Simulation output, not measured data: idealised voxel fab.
Title: Process Module voxel wiring stack
Shown is cross-section cut, with a width of 240 nm and square cells of size 5 nm.
Throughout this document, each cross-section is represented as a grid of square cells and is presented as a sequence of bands enumerated from the top downward, where a band comprises one or more rows of cells.
First you get the band's top height and its bottom height, in nm, and then the materials it's made of, left to right, with each width in nm. If you see a single material with "throughout", that one covers the band edge to edge. "empty" is empty space.
Where do heights start? At 0: under that level the wafer as delivered is made of one material only. And the lowest band has no floor; it just carries on downward, as in "0..down".
Read "30..40" as a graded width: first number on top, second number at the bottom, same change between each pair of neighbouring rows.
Step marked "remained the same"? Then no cell in the cross-section changed in it.
Any empty space of 8 cells or more lacking an open way to the top shows up in "Enclosed void catalog" as width x height at distance, distance from the left edge, in nm.
The remark found on a step's line after its settings is issued by the simulator itself and pertains to that step.
overlay nm: where the mask lay relative to plan, measured to the right, on steps with a mask; negatives go left.
The planned process steps are enumerated hereunder
step 1: RECEIVE: material Si
step 2: CONFORMAL_DEP: material SiO2, thk nm 10
step 3: DIRECTIONAL_DEP: material TiN, thk nm 5
step 4: DIRECTIONAL_DEP: material W, thk nm 25
step 5: DIRECTIONAL_DEP: material aC, thk nm 15
step 6: PATTERN: tone cover, mask id METAL_1, material resist, width nm 25, pitch nm 40, thk nm 30, overlay nm 0
step 7: DIRECTIONAL_ETCH: etch materials aC, depth nm 15
step 8: STRIP: etch materials resist
step 9: DIRECTIONAL_ETCH: etch materials W, depth nm 25
step 10: DIRECTIONAL_ETCH: etch materials TiN, depth nm 5
step 11: STRIP: etch materials aC
step 12: CONFORMAL_DEP: material SiCN, thk nm 5
step 13: FILL_DEP: material lowk, thk nm 5
step 14: CMP: height nm 40
step 15: CONFORMAL_DEP: material SiCN, thk nm 5
step 16: DIRECTIONAL_DEP: material SiO2, thk nm 20
step 17: MASKED_ETCH: tone open, mask id PLUG_1, width nm 15, pitch nm 80, etch materials SiO2, depth nm 20, overlay nm 0
step 18: MASKED_ETCH: tone open, mask id PLUG_1, width nm 15, pitch nm 80, etch materials SiCN, depth nm 5, overlay nm 0
step 19: EPI: material Ru, thk nm 10
step 20: EPI: material Ru, thk nm 10
step 21: EPI: material Ru, thk nm 5
step 22: CONFORMAL_DEP: material SiN, thk nm 5
step 23: DIRECTIONAL_DEP: material lowk, thk nm 20
step 24: DIRECTIONAL_DEP: material aC, thk nm 15
step 25: PATTERN: tone open, mask id METAL_2, material resist, width nm 25, pitch nm 40, thk nm 35, overlay nm 0
step 26: DIRECTIONAL_ETCH: etch materials aC, depth nm 15
step 27: STRIP: etch materials resist
step 28: DIRECTIONAL_ETCH: etch materials lowk, depth nm 20
step 29: DIRECTIONAL_ETCH: etch materials SiN, depth nm 5
step 30: STRIP: etch materials aC
step 31: CONFORMAL_DEP: material TiN, thk nm 5
step 32: FILL_DEP: material Cu, thk nm 10
step 33: CMP: height nm 90
step 34: EPI: material Ru, thk nm 5
step 35: FILL_DEP: material SiCN, thk nm 5
Here's what the wafer looked like in cross-section when it arrived - that's after step 1
	0..down = Si throughout
	Enclosed void catalog: none
End-of-module cross-section of the first of two wafers, processed as planned
	100..95 = SiCN throughout
	95..90 = SiCN: 40 | Ru: 35 | SiCN: 5 | Ru: 35 | SiCN: 5 | Ru: 35 | SiCN: 5 | Ru: 35 | SiCN: 45
	90..70 = lowk: 45 | TiN: 5 | Cu: 15 | TiN: 5 | lowk: 15 | TiN: 5 | Cu: 15 | TiN: 5 | lowk: 15 | TiN: 5 | Cu: 15 | TiN: 5 | lowk: 15 | TiN: 5 | Cu: 15 | TiN: 5 | lowk: 50
	70..65 = SiN: 45 | TiN: 25 | SiN: 15 | TiN: 25 | SiN: 15 | TiN: 25 | SiN: 15 | TiN: 25 | SiN: 50
	65..45 = SiO2: 45 | Ru: 15 | SiO2: 65 | Ru: 15 | SiO2: 100
	45..40 = SiCN: 45 | Ru: 15 | SiCN: 65 | Ru: 15 | SiCN: 100
	40..15 = lowk: 40 | SiCN: 5 | W: 25 | SiCN: 5 | lowk: 5 | SiCN: 5 | W: 25 | SiCN: 5 | lowk: 5 | SiCN: 5 | W: 25 | SiCN: 5 | lowk: 5 | SiCN: 5 | W: 25 | SiCN: 5 | lowk: 45
	15..10 = SiCN: 45 | TiN: 25 | SiCN: 15 | TiN: 25 | SiCN: 15 | TiN: 25 | SiCN: 15 | TiN: 25 | SiCN: 50
	10..0 = SiO2 throughout
	0..down = Si throughout
	Enclosed void catalog: none
Second wafer at the end: like start, like plan, one mistake
	100..95 = SiCN throughout
	95..90 = SiCN: 40 | Ru: 35 | SiCN: 5 | Ru: 35 | SiCN: 5 | Ru: 35 | SiCN: 5 | Ru: 35 | SiCN: 45
	90..70 = lowk: 45 | TiN: 5 | Cu: 15 | TiN: 5 | lowk: 15 | TiN: 5 | Cu: 15 | TiN: 5 | lowk: 15 | TiN: 5 | Cu: 15 | TiN: 5 | lowk: 15 | TiN: 5 | Cu: 15 | TiN: 5 | lowk: 50
	70..65 = SiN: 45 | TiN: 25 | SiN: 15 | TiN: 25 | SiN: 15 | TiN: 25 | SiN: 15 | TiN: 25 | SiN: 50
	65..45 = SiO2: 40 | Ru: 15 | SiO2: 65 | Ru: 15 | SiO2: 105
	45..40 = SiCN: 45 | Ru: 10 | SiCN: 70 | Ru: 10 | SiCN: 105
	40..15 = lowk: 40 | SiCN: 5 | W: 25 | SiCN: 5 | lowk: 5 | SiCN: 5 | W: 25 | SiCN: 5 | lowk: 5 | SiCN: 5 | W: 25 | SiCN: 5 | lowk: 5 | SiCN: 5 | W: 25 | SiCN: 5 | lowk: 45
	15..10 = SiCN: 45 | TiN: 25 | SiCN: 15 | TiN: 25 | SiCN: 15 | TiN: 25 | SiCN: 15 | TiN: 25 | SiCN: 50
	10..0 = SiO2 throughout
	0..down = Si throughout
	Enclosed void catalog: none
Heads up, the wafer didn't run the way we planned it: not per plan at step 17, really ran MASKED_ETCH: tone open, mask id PLUG_1, width nm 15, pitch nm 80, etch materials SiO2, depth nm 20, overlay nm -5
Per the end-of-run cell counts, the second wafer holds more or fewer of some materials than the first: -2 Ru, +2 SiCN
